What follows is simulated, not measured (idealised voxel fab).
The following process module bears the name voxel local oxidation.
Each square cell in cross-section cut measures 5 nm, and the section as a whole is 175 nm wide.
We lay out every cross-section as a grid of square cells and spell it out in bands from the top down, where one band means one or more rows of cells.
The entry gives the band's vertical extent as a top height and a bottom height in nm, then its horizontal make-up as materials from left to right, each with a width in nm. "air" stands for empty space; a single material marked "everywhere" fills the band edge to edge.
Heights are measured from 0, the level below which the as-received wafer is all one material; the lowest band has no bottom and continues downward, written as in "0..down".
The width entry "30..40" should be interpreted row by row: the top row of cells in the band takes the first number, the bottom row takes the second number, and the change between adjacent rows is uniform throughout.
Any step labelled "left unchanged" changed none of the cells in the cross-section.
Under "Sealed voids" you'll find the enclosed gaps, the ones with no way out to the top, that are 8 cells or bigger; each reads width x height at distance, with distance counted from the left edge, everything in nm.
On each step's line, the part that comes after the settings is the simulator's own comment on the step.
If you see "overlay nm" on a step's line and that step has a mask, it's telling you how far right of where it was planned the mask ended up; a negative number means it went left instead.

[Planned process steps]
1: RECEIVE,material Si
2: OXIDIZE,depth nm 5
3: CONFORMAL_DEP,material SiN,thk nm 15
4: PATTERN,tone cover,mask id ACTIVE,material resist,width nm 95,thk nm 20,overlay nm 0
5: DIRECTIONAL_ETCH,etch materials SiN,depth nm 15
6: STRIP,etch materials resist
7: SELECTIVE_ETCH,etch materials SiO2,depth nm 5
8: OXIDIZE,depth nm 15
9: STRIP,etch materials SiN

[Wafer, first of two, run as planned]

[Cross-section of the wafer as it came to us, i.e., already through step 1]
> 0..down | Si everywhere
> Sealed voids: none

[The wafer in cross-section once step 2 is complete]
> 0..-5 | SiO2 everywhere
> For the remainder of the cross-section, below -5, there is no change.

[The wafer in cross-section once step 3 is complete]
> 15..0 | SiN everywhere
> For the remainder of the cross-section, below 0, there is no change.

[The wafer in cross-section once step 4 is complete]
> 35..15 | air: 40, resist: 95, air: 40
> For the remainder of the cross-section, below 15, there is no change.

[The wafer in cross-section once step 5 is complete]
> 35..15 | air: 40, resist: 95, air: 40
> 15..0 | air: 40, SiN: 95, air: 40
> For the remainder of the cross-section, below 0, there is no change.

[The wafer in cross-section once step 6 is complete]
> 15..0 | air: 40, SiN: 95, air: 40
> For the remainder of the cross-section, below 0, there is no change.

[The wafer in cross-section once step 7 is complete]
> 15..0 | air: 40, SiN: 95, air: 40
> 0..-5 | air: 45, SiO2: 85, air: 45
> For the remainder of the cross-section, below -5, there is no change.

[The wafer in cross-section once step 8 is complete]
> 15..0 | air: 40, SiN: 95, air: 40
> 0..-5 | air: 45, SiO2: 85, air: 45
> -5..-20 | SiO2: 60, Si: 55, SiO2: 60
> For the remainder of the cross-section, below -20, there is no change.

[The wafer in cross-section once step 9 is complete]
> 0..-5 | air: 45, SiO2: 85, air: 45
> For the remainder of the cross-section, below -5, there is no change.

[second wafer: like start, like plan, one mistake. Through step 5 it matches the first wafer]

[Here is the second wafer in cross-section at the point where step 6 of the plan should have been done]
> 35..15 | air: 40, resist: 95, air: 40
> 15..0 | air: 40, SiN: 95, air: 40
> 0..-5 | air: 45, SiO2: 85, air: 45
> For the remainder of the cross-section, below -5, there is no change.

[Here is the second wafer in cross-section at the point where step 7 of the plan should have been done]
> 15..0 | air: 40, SiN: 95, air: 40
> For the remainder of the cross-section, below 0, there is no change.

[Here is the second wafer in cross-section at the point where step 8 of the plan should have been done]
> 15..0 | air: 40, SiN: 95, air: 40
> 0..-5 | air: 45, SiO2: 85, air: 45
> -5..-20 | SiO2: 60, Si: 55, SiO2: 60
> For the remainder of the cross-section, below -20, there is no change.

[Here is the second wafer in cross-section at the point where step 9 of the plan should have been done]
> 0..-5 | air: 45, SiO2: 85, air: 45
> For the remainder of the cross-section, below -5, there is no change.
Finding, execution versus plan: steps 6 and 7 of the plan were each performed in the slot designated for the other
At process end the two wafers are indistinguishable in cross-section, so the error does not change what this model computes.
